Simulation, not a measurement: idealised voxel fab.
voxel plated lines: a process module
We display cut, a cross-section 240 nm in width whose square cells are each 5 nm.
If you're reading a cross-section in this doc, picture square cells in a grid; it comes to you as bands, top ones listed first down to the bottom, and a band can be one or more rows of cells.
Read a band's entry like this: the first values are the height of its top and the height of its bottom in nm, and what follows is the sequence of materials from left to right, each with its width in nm. Note that "blank" is empty space, and that a single material marked "everywhere" reaches across the band from edge to edge.
Measure heights from 0. That's the level where, below it, the as-received wafer is all one material. The lowest band is bottomless and extends downward; write it as in "from 0 down".
Graded width ("30..40"): value in top row of band = first number; value in bottom row = second number; row-to-row change constant.
A step reported as "remains unaltered" is a step in which no cell of the cross-section changed.
What "Closed internal voids" gives you is every empty space of 8 cells or more that is cut off from the top. Each appears as width x height at distance, with the distance taken from the left edge and width, height and distance all in nm.
If you see something after the settings on a step's line, that's the simulator's own remark about that step.
overlay nm: on a step with a mask, how far right of its planned place the mask lay; negative means left.

Steps in the process plan:
1) RECEIVE, material Si
2) CONFORMAL_DEP, material SiN, thk nm 15
3) DIRECTIONAL_DEP, material TiN, thk nm 5
4) PATTERN, tone open, mask id LINES, material resist, width nm 20, pitch nm 50, thk nm 35, overlay nm 0
5) EPI, material Ru, thk nm 5
6) EPI, material Ru, thk nm 5
7) EPI, material Ru, thk nm 10
8) STRIP, etch materials resist
9) DIRECTIONAL_ETCH, etch materials TiN, depth nm 5
10) CONFORMAL_DEP, material SiN, thk nm 10

Cross-section of the wafer at receipt, which is the condition after step 1:
> from 0 down: Si everywhere
> Closed internal voids: none

Run as planned - first of the two wafers cross-sectioned at the end of the module:
> from 50 to 40: blank 50 nm | SiN 40 nm | blank 10 nm | SiN 40 nm | blank 10 nm | SiN 40 nm | blank 50 nm
> from 40 to 25: blank 50 nm | SiN 10 nm | Ru 20 nm | SiN 10 nm | blank 10 nm | SiN 10 nm | Ru 20 nm | SiN 10 nm | blank 10 nm | SiN 10 nm | Ru 20 nm | SiN 10 nm | blank 50 nm
> from 25 to 20: SiN 60 nm | Ru 20 nm | SiN 30 nm | Ru 20 nm | SiN 30 nm | Ru 20 nm | SiN 60 nm
> from 20 to 15: SiN 60 nm | TiN 20 nm | SiN 30 nm | TiN 20 nm | SiN 30 nm | TiN 20 nm | SiN 60 nm
> from 15 to 0: SiN everywhere
> from 0 down: Si everywhere
> Closed internal voids: none

Wafer two, sectioned after the module: the first wafer's start, the first wafer's plan, and one mistake in how it was run:
> from 65 to 55: blank 50 nm | SiN 40 nm | blank 10 nm | SiN 40 nm | blank 10 nm | SiN 40 nm | blank 50 nm
> from 55 to 40: blank 50 nm | SiN 10 nm | Ru 20 nm | SiN 10 nm | blank 10 nm | SiN 10 nm | Ru 20 nm | SiN 10 nm | blank 10 nm | SiN 10 nm | Ru 20 nm | SiN 10 nm | blank 50 nm
> from 40 to 35: SiN 60 nm | Ru 20 nm | SiN 30 nm | Ru 20 nm | SiN 30 nm | Ru 20 nm | SiN 60 nm
> from 35 to 30: SiN 60 nm | TiN 20 nm | SiN 30 nm | TiN 20 nm | SiN 30 nm | TiN 20 nm | SiN 60 nm
> from 30 to 0: SiN everywhere
> from 0 down: Si everywhere
> Closed internal voids: none
What broke from the plan during processing? the plan had its step 2 run twice
FYI, end of process, the second wafer has more or fewer cells of some materials than the first: SiN: 144 more
